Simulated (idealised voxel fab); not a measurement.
You're looking at the process module voxel lift off.
Square cell edge 5 nm, section width 170 nm, ID cut.
For the purposes of this document, a cross-section shall be understood as a grid of square cells, specified as bands listed in top-to-bottom order, each band consisting of one or more rows of cells. What a band's entry tells you: where the top is and where the bottom is, as heights in nm, and after that what lies inside, material by material from left to right, each with its width in nm. Empty space is written as the word "air", and a single material marked with the word "throughout" occupies the band from edge to edge. Convention: height 0 is the level below which the wafer, as received, is all one material. The lowest band does not terminate at the bottom but continues downward, represented as "0 and below". The expression "30..40" gives the width at the extremes of the band, the first number at its top row of cells and the second at its bottom row, with the width changing by equal amounts from each row to the next in between. "changes: none" for a step: no cell of the cross-section changed in that step. Reported under the label "Closed void register" are the empty spaces having no open way to the top and comprising 8 cells or more; the notation for each is width x height at distance, in which the distance is measured from the left edge and all three values are in nm. Note: text after step settings on the step line = simulator remark on that step. "overlay nm", when on a step's line for a step with a mask, measures how far to the right of its planned place the mask lay; a negative measure means to the left.

### The steps planned for the process are as follows
- 1: RECEIVE (material Si)
- 2: CONFORMAL_DEP (material SiO2; thk nm 15)
- 3: PATTERN (tone open; mask id LINES; material resist; width nm 25; pitch nm 55; thk nm 15; overlay nm 0)
- 4: DIRECTIONAL_DEP (material Ru; thk nm 5)
- 5: STRIP (etch materials resist)
- 6: CONFORMAL_DEP (material SiO2; thk nm 5)

### So this is the incoming wafer in cross-section - it's already been through step 1
	0 and below = Si throughout
	Closed void register: none

### Looking at the first of two wafers in cross-section at end of module - ran to plan
	25 down to 20 = air=10 | SiO2=35 | air=20 | SiO2=35 | air=20 | SiO2=35 | air=15
	20 down to 15 = SiO2=15 | Ru=25 | SiO2=30 | Ru=25 | SiO2=30 | Ru=25 | SiO2=20
	15 down to 0 = SiO2 throughout
	0 and below = Si throughout
	Closed void register: none

### Cross-section at end of module for the second wafer of two, which matched the first in starting point and plan and differed by one mistake in its processing
	20 down to 0 = SiO2 throughout
	0 and below = Si throughout
	Closed void register: none
Where did the run depart from the plan? plan step 4 never ran because it was skipped
Cell-count delta at end, second wafer over first, by material: 15 fewer of Ru; 6 fewer of SiO2
